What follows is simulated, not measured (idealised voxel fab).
You're looking at the process module voxel lift off.
The cross-section on display is named cut; it measures 165 nm wide, and its cells are 5 nm squares.
A cross-section is written here as square cells arranged in a grid, and it is given in bands from the top down, each band taking up one or more rows of cells. First you get the band's top height and its bottom height, in nm, and then the materials it's made of, left to right, with each width in nm. If you see a single material with "throughout", that one covers the band edge to edge. "empty" is empty space. Heads up on the height convention: 0 is the point under which the incoming wafer is all one material, and the lowest band has no bottom, it just keeps going down, like "0 and below". It should be noted that a width expressed as "30 to 40" varies in equal increments from row to row of cells within the band, taking the value of the first number at the top row and that of the second number at the bottom row. For the purposes of this document, the phrase "nothing changed" attached to a step denotes that no cell within the cross-section was modified by that step. Reported under the label "Fully sealed voids" are the empty spaces having no open way to the top and comprising 8 cells or more; the notation for each is width x height at distance, in which the distance is measured from the left edge and all three values are in nm. Past the settings on a step's line: simulator remark, on that step. Steps that use a mask can have "overlay nm" on their line. It says how far the mask sat to the right of where it was meant to be. Negative means to the left.

Steps planned for the process:
- 1: RECEIVE: material Si
- 2: CONFORMAL_DEP: material SiO2, thk nm 10
- 3: PATTERN: tone open, mask id LINES, material resist, width nm 15, pitch nm 30, thk nm 25, overlay nm 0
- 4: DIRECTIONAL_DEP: material Ru, thk nm 15
- 5: STRIP: etch materials resist
- 6: CONFORMAL_DEP: material SiO2, thk nm 5

Of two wafers, the first: run according to plan:

Cross-sectional view of the wafer in its as-received condition, corresponding to the state after step 1:
0 and below  Si throughout
Fully sealed voids: none

Cross-section: wafer state after step 2:
10 down to 0  SiO2 throughout
No changes below 0.

Cross-section: wafer state after step 3:
35 down to 10  30 nm resist; 15 nm empty; 15 nm resist; 15 nm empty; 15 nm resist; 15 nm empty; 15 nm resist; 15 nm empty; 30 nm resist
No changes below 10.

Cross-section: wafer state after step 4:
50 down to 35  30 nm Ru; 15 nm empty; 15 nm Ru; 15 nm empty; 15 nm Ru; 15 nm empty; 15 nm Ru; 15 nm empty; 30 nm Ru
35 down to 25  30 nm resist; 15 nm empty; 15 nm resist; 15 nm empty; 15 nm resist; 15 nm empty; 15 nm resist; 15 nm empty; 30 nm resist
25 down to 10  30 nm resist; 15 nm Ru; 15 nm resist; 15 nm Ru; 15 nm resist; 15 nm Ru; 15 nm resist; 15 nm Ru; 30 nm resist
No changes below 10.

Cross-section: wafer state after step 5:
25 down to 10  30 nm empty; 15 nm Ru; 15 nm empty; 15 nm Ru; 15 nm empty; 15 nm Ru; 15 nm empty; 15 nm Ru; 30 nm empty
No changes below 10.

Cross-section: wafer state after step 6:
30 down to 25  25 nm empty; 25 nm SiO2; 5 nm empty; 25 nm SiO2; 5 nm empty; 25 nm SiO2; 5 nm empty; 25 nm SiO2; 25 nm empty
25 down to 15  25 nm empty; 5 nm SiO2; 15 nm Ru; 5 nm SiO2; 5 nm empty; 5 nm SiO2; 15 nm Ru; 5 nm SiO2; 5 nm empty; 5 nm SiO2; 15 nm Ru; 5 nm SiO2; 5 nm empty; 5 nm SiO2; 15 nm Ru; 5 nm SiO2; 25 nm empty
15 down to 10  30 nm SiO2; 15 nm Ru; 15 nm SiO2; 15 nm Ru; 15 nm SiO2; 15 nm Ru; 15 nm SiO2; 15 nm Ru; 30 nm SiO2
No changes below 10.

Second wafer: like start, like plan, one mistake. Through step 2 it matches the first wafer:

Second wafer cross-section, taken as of the time the plan sets for step 3 to be done:
35 down to 10  30 nm empty; 15 nm resist; 15 nm empty; 15 nm resist; 15 nm empty; 15 nm resist; 15 nm empty; 15 nm resist; 30 nm empty
No changes below 10.

Second wafer cross-section, taken as of the time the plan sets for step 4 to be done:
50 down to 35  30 nm empty; 15 nm Ru; 15 nm empty; 15 nm Ru; 15 nm empty; 15 nm Ru; 15 nm empty; 15 nm Ru; 30 nm empty
35 down to 25  30 nm empty; 15 nm resist; 15 nm empty; 15 nm resist; 15 nm empty; 15 nm resist; 15 nm empty; 15 nm resist; 30 nm empty
25 down to 10  30 nm Ru; 15 nm resist; 15 nm Ru; 15 nm resist; 15 nm Ru; 15 nm resist; 15 nm Ru; 15 nm resist; 30 nm Ru
No changes below 10.

Second wafer cross-section, taken as of the time the plan sets for step 5 to be done:
25 down to 10  30 nm Ru; 15 nm empty; 15 nm Ru; 15 nm empty; 15 nm Ru; 15 nm empty; 15 nm Ru; 15 nm empty; 30 nm Ru
No changes below 10.

Second wafer cross-section, taken as of the time the plan sets for step 6 to be done:
30 down to 25  35 nm SiO2; 5 nm empty; 25 nm SiO2; 5 nm empty; 25 nm SiO2; 5 nm empty; 25 nm SiO2; 5 nm empty; 35 nm SiO2
25 down to 15  30 nm Ru; 5 nm SiO2; 5 nm empty; 5 nm SiO2; 15 nm Ru; 5 nm SiO2; 5 nm empty; 5 nm SiO2; 15 nm Ru; 5 nm SiO2; 5 nm empty; 5 nm SiO2; 15 nm Ru; 5 nm SiO2; 5 nm empty; 5 nm SiO2; 30 nm Ru
15 down to 10  30 nm Ru; 15 nm SiO2; 15 nm Ru; 15 nm SiO2; 15 nm Ru; 15 nm SiO2; 15 nm Ru; 15 nm SiO2; 30 nm Ru
No changes below 10.
The plan and the run diverged here: not per plan at step 3, really ran PATTERN: tone cover, mask id LINES, material resist, width nm 15, pitch nm 30, thk nm 25, overlay nm 0
Heads up, by the end the second wafer has more or fewer cells of some materials compared to the first: +27 Ru
